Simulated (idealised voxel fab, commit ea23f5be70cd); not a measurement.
Module name: voxel gate over fins (process module)
The cross-section shown here is cut; it is 165 nm wide and divided into square cells measuring 5 nm on a side.
Throughout this document, each cross-section is represented as a grid of square cells and is presented as a sequence of bands enumerated from the top downward, where a band comprises one or more rows of cells. The entry gives the band's vertical extent as a top height and a bottom height in nm, then its horizontal make-up as materials from left to right, each with a width in nm. "blank" stands for empty space; a single material marked "everywhere" fills the band edge to edge. The level at which height equals 0 is the one under which the wafer, as it arrives, is entirely one material. No lower edge exists for the bottom band, which continues downward and is notated as in "top 0, no bottom". Width spec "30..40" -> top row of cells at first value, bottom row at second value, equal per-row change in between. "no alteration", as given for a step, is the statement that not any cell of the cross-section underwent a change during that step. Reported under the label "Enclosed void listing" are the empty spaces having no open way to the top and comprising 8 cells or more; the notation for each is width x height at distance, in which the distance is measured from the left edge and all three values are in nm. Formally, on a step line, whatever follows the settings is a remark that the simulator itself makes on the step. overlay nm: on a step with a mask, how far right of its planned place the mask lay; negative means left.
THE PLANNED PROCESS STEPS ARE ENUMERATED HEREUNDER
1. RECEIVE: material Si
2. CONFORMAL_DEP: material SiN, thk nm 5
3. MASKED_ETCH: tone cover, mask id FINS, width nm 15, pitch nm 55, etch materials SiN, depth nm 5, overlay nm 0
4. MASKED_ETCH: tone cover, mask id FINS, width nm 15, pitch nm 55, etch materials Si, depth nm 40, overlay nm 0
5. OXIDIZE: depth nm 5
6. FILL_DEP: material SiO2, thk nm 15
7. CMP: height nm 5
8. PATTERN: tone open, mask id RAIL, material resist, width nm 15, thk nm 15, overlay nm 0
9. DIRECTIONAL_ETCH: etch materials SiO2, depth nm 40
10. STRIP: etch materials resist
11. CONFORMAL_DEP: material TiN, thk nm 5
12. FILL_DEP: material W, thk nm 5
13. CMP: height nm 5
14. SELECTIVE_ETCH: etch materials W Ru TiN, depth nm 25
15. FILL_DEP: material SiO2, thk nm 5
16. CMP: height nm 5
17. SELECTIVE_ETCH: etch materials SiO2, depth nm 15
18. STRIP: etch materials SiN
19. CONFORMAL_DEP: material HfO2, thk nm 5
20. CONFORMAL_DEP: material TiN, thk nm 5
21. CONFORMAL_DEP: material TiAl, thk nm 5
22. CONFORMAL_DEP: material TiN, thk nm 5
23. FILL_DEP: material W, thk nm 15
24. CMP: height nm 30
25. CONFORMAL_DEP: material SiN, thk nm 5
HERE'S WHAT THE WAFER LOOKED LIKE IN CROSS-SECTION WHEN IT ARRIVED - THAT'S AFTER STEP 1
- top 0, no bottom  Si everywhere
- Enclosed void listing: none
THE FIRST OF TWO WAFERS, CROSS-SECTIONED AT THE END OF THE MODULE, WITH THE RUN PROCEEDING AS PLANNED
- top 35, bottom 30  SiN everywhere
- top 30, bottom 20  W everywhere
- top 20, bottom 15  W=30, then TiN=45, then W=10, then TiN=45, then W=35
- top 15, bottom 10  W=30, then TiN=5, then TiAl=35, then TiN=5, then W=10, then TiN=5, then TiAl=35, then TiN=5, then W=35
- top 10, bottom 5  TiN=35, then TiAl=5, then TiN=25, then TiAl=5, then TiN=20, then TiAl=5, then TiN=25, then TiAl=5, then TiN=40
- top 5, bottom 0  TiAl=40, then TiN=5, then HfO2=15, then TiN=5, then TiAl=30, then TiN=5, then HfO2=15, then TiN=5, then TiAl=45
- top 0, bottom -5  TiN=45, then HfO2=5, then Si=5, then HfO2=5, then TiN=40, then HfO2=5, then Si=5, then HfO2=5, then TiN=50
- top -5, bottom -10  HfO2=50, then Si=5, then HfO2=50, then Si=5, then HfO2=55
- top -10, bottom -20  SiO2=50, then Si=5, then SiO2=50, then Si=5, then SiO2=55
- top -20, bottom -30  SiO2=50, then Si=5, then SiO2=15, then TiN=5, then W=5, then TiN=5, then SiO2=20, then Si=5, then SiO2=55
- top -30, bottom -35  SiO2=50, then Si=5, then SiO2=15, then TiN=15, then SiO2=20, then Si=5, then SiO2=55
- top -35, bottom -45  SiO2=50, then Si=5, then SiO2=50, then Si=5, then SiO2=55
- top -45, no bottom  Si everywhere
- Enclosed void listing: none
END OF MODULE, SECOND WAFER, CROSS-SECTION. STARTED LIKE THE FIRST, PLANNED LIKE THE FIRST, RUN WITH ONE MISTAKE
- top 35, bottom 30  SiN everywhere
- top 30, bottom 20  W everywhere
- top 20, bottom 15  W=30, then TiN=45, then W=10, then TiN=45, then W=35
- top 15, bottom 10  W=30, then TiN=5, then TiAl=35, then TiN=5, then W=10, then TiN=5, then TiAl=35, then TiN=5, then W=35
- top 10, bottom 5  TiN=35, then TiAl=5, then TiN=25, then TiAl=5, then TiN=20, then TiAl=5, then TiN=25, then TiAl=5, then TiN=40
- top 5, bottom 0  TiAl=40, then TiN=5, then HfO2=15, then TiN=5, then TiAl=30, then TiN=5, then HfO2=15, then TiN=5, then TiAl=45
- top 0, bottom -5  TiN=45, then HfO2=5, then Si=5, then HfO2=5, then TiN=40, then HfO2=5, then Si=5, then HfO2=5, then TiN=50
- top -5, bottom -10  HfO2=50, then Si=5, then HfO2=50, then Si=5, then HfO2=55
- top -10, bottom -20  SiO2=50, then Si=5, then SiO2=50, then Si=5, then SiO2=55
- top -20, bottom -30  SiO2=50, then Si=5, then SiO2=20, then TiN=5, then W=5, then TiN=5, then SiO2=15, then Si=5, then SiO2=55
- top -30, bottom -35  SiO2=50, then Si=5, then SiO2=20, then TiN=15, then SiO2=15, then Si=5, then SiO2=55
- top -35, bottom -45  SiO2=50, then Si=5, then SiO2=50, then Si=5, then SiO2=55
- top -45, no bottom  Si everywhere
- Enclosed void listing: none
Here's what went sideways: planned and actual differ for step 8; actual: PATTERN: tone open, mask id RAIL, material resist, width nm 15, thk nm 15, overlay nm 5
Matching per-material cell counts, mismatched positions: that is how the second wafer compares with the first at the end.
